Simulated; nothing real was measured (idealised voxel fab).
Module name: voxel lift off (process module)
The cross-section on display is named cut; it measures 160 nm wide, and its cells are 5 nm squares.
A cross-section is a grid of square cells, given in bands from the top down. A band is one or more rows of cells. It is stipulated that each band's entry specify, in nanometres, the height of the top of the band and then that of its bottom, followed by the materials of the band in left-to-right sequence, each together with its width in nanometres. A single material marked by the word "all across" is understood to fill the band from edge to edge; the word "air" is understood to denote empty space. Ref level 0: as-received wafer is one material below here. Bottom band extends down with no lower bound ("0 nm and below"). The notation "30 to 40" denotes a width that varies across the rows of cells in the band, beginning at the first number in the top row, finishing at the second number in the bottom row, and changing by an identical amount from each row to the next. "no modification", as given for a step, is the statement that not any cell of the cross-section underwent a change during that step. "Closed cavities" lists enclosed empty spaces (at least 8 cells, no open path upward to the top), each as width x height at distance from the left edge, in nm. Step line, after settings: the simulator's comment on this step. What "overlay nm" on a step's line means: if the step has a mask, that mask lay this far to the right of its planned place, or, when the value is negative, to the left.
-- Steps in the process plan
step 1: RECEIVE: material Si
step 2: CONFORMAL_DEP: material SiO2, thk nm 5
step 3: PATTERN: tone open, mask id LINES, material resist, width nm 15, pitch nm 30, thk nm 20, overlay nm -15
step 4: DIRECTIONAL_DEP: material Ru, thk nm 10
step 5: STRIP: etch materials resist
step 6: CONFORMAL_DEP: material SiO2, thk nm 10
Across this set of wafers, the varied parameter is the overlay nm of step 3. Starting conditions are identical for every wafer, and the plan reports the value assigned to the first wafer.
-- first wafer as received, after step 1
0 nm and below  Si all across
Closed cavities: none
-- Cross-section of the first of several wafers once the module has run through its last step, step 6
25 nm to 15 nm  air (30), then SiO2 (65), then air (65)
15 nm to 5 nm  SiO2 (40), then Ru (15), then SiO2 (15), then Ru (15), then SiO2 (75)
5 nm to 0 nm  SiO2 all across
0 nm and below  Si all across
Closed cavities: none
-- Of the several wafers, the last: cross-section at the end of the module
25 nm to 15 nm  air (60), then SiO2 (65), then air (35)
15 nm to 5 nm  SiO2 (70), then Ru (15), then SiO2 (15), then Ru (15), then SiO2 (45)
5 nm to 0 nm  SiO2 all across
0 nm and below  Si all across
Closed cavities: none
-- Where each wafer stands at the end of the module, a row apiece: cells of each material gained (+) or lost (-) since it was received, then closed voids
overlay nm -15; +12 Ru; +110 SiO2; Closed cavities: none
overlay nm -10; +12 Ru; +110 SiO2; Closed cavities: none
overlay nm -5; +12 Ru; +110 SiO2; Closed cavities: none
overlay nm 0; +12 Ru; +110 SiO2; Closed cavities: none
overlay nm 5; +12 Ru; +110 SiO2; Closed cavities: none
overlay nm 10; +12 Ru; +110 SiO2; Closed cavities: none
overlay nm 15; +12 Ru; +110 SiO2; Closed cavities: none
